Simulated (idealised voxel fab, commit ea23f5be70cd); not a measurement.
This is a process module. Its name is voxel ribs on slabs.
Section shown: cut. Width: 215 nm. Cell size: 5 nm, square.
In this document a cross-section is written as a grid of square cells. It is given as a series of bands, listed from the top down, and a band is one or more rows of cells.
It is stipulated that each band's entry specify, in nanometres, the height of the top of the band and then that of its bottom, followed by the materials of the band in left-to-right sequence, each together with its width in nanometres. A single material marked by the word "everywhere" is understood to fill the band from edge to edge; the word "empty" is understood to denote empty space.
The level at which height equals 0 is the one under which the wafer, as it arrives, is entirely one material. No lower edge exists for the bottom band, which continues downward and is notated as in "0..down".
The notation "30->40" denotes a width that varies across the rows of cells in the band, beginning at the first number in the top row, finishing at the second number in the bottom row, and changing by an identical amount from each row to the next.
The designation "left unchanged", where it is given for a processing step, indicates that no cell of the cross-section was altered in the course of that step.
For the entry "Voids lacking openings", the listed items are empty spaces with no open way to the top whose size is 8 cells or more; each item follows the pattern width x height at distance, where distance is from the left edge and all three are in nm.
Whatever follows a step's settings on its line is a remark the simulator itself makes about that step.
"overlay nm" denotes, for a step that has a mask, the displacement of the mask to the right of its planned place, with negative values corresponding to the left.

## Listed below are the process steps as planned
1 RECEIVE (material Si)
2 DIRECTIONAL_DEP (material SiO2; thk nm 20)
3 DIRECTIONAL_DEP (material SiN; thk nm 25)
4 MASKED_ETCH (tone cover; mask id RIB; width nm 30; etch materials SiN; depth nm 10; overlay nm 0)
5 DIRECTIONAL_DEP (material aC; thk nm 15)
6 PATTERN (tone cover; mask id SLAB; material resist; width nm 60; thk nm 30; overlay nm 0)
7 DIRECTIONAL_ETCH (etch materials aC; depth nm 15)
8 STRIP (etch materials resist)
9 DIRECTIONAL_ETCH (etch materials SiN; depth nm 15)
10 STRIP (etch materials aC)
11 FILL_DEP (material SiO2; thk nm 20)
12 CMP (height nm 55)
13 DIRECTIONAL_DEP (material TiN; thk nm 5)
14 PATTERN (tone cover; mask id HEATER; material resist; width nm 40; thk nm 15; overlay nm 0)
15 DIRECTIONAL_ETCH (etch materials TiN; depth nm 5)
16 STRIP (etch materials resist)
17 CONFORMAL_DEP (material SiO2; thk nm 10)

## Step 1 complete: cross-section of the wafer as received
> 0..down | Si everywhere
> Voids lacking openings: none

## Look at the cross-section after the module: the wafer started out the way shown above and the plan was the one shown above, yet one mistake was made along the way
> 70..65 | 75 nm empty / 60 nm SiO2 / 80 nm empty
> 65..60 | SiO2 everywhere
> 60..55 | 85 nm SiO2 / 40 nm TiN / 90 nm SiO2
> 55..45 | SiO2 everywhere
> 45..35 | 90 nm SiO2 / 30 nm SiN / 95 nm SiO2
> 35..20 | 85 nm SiO2 / 60 nm SiN / 70 nm SiO2
> 20..0 | SiO2 everywhere
> 0..down | Si everywhere
> Voids lacking openings: none
The mistake made against the process plan was this: off-plan run, step 6, actual operation and settings PATTERN (tone cover; mask id SLAB; material resist; width nm 60; thk nm 30; overlay nm 10)
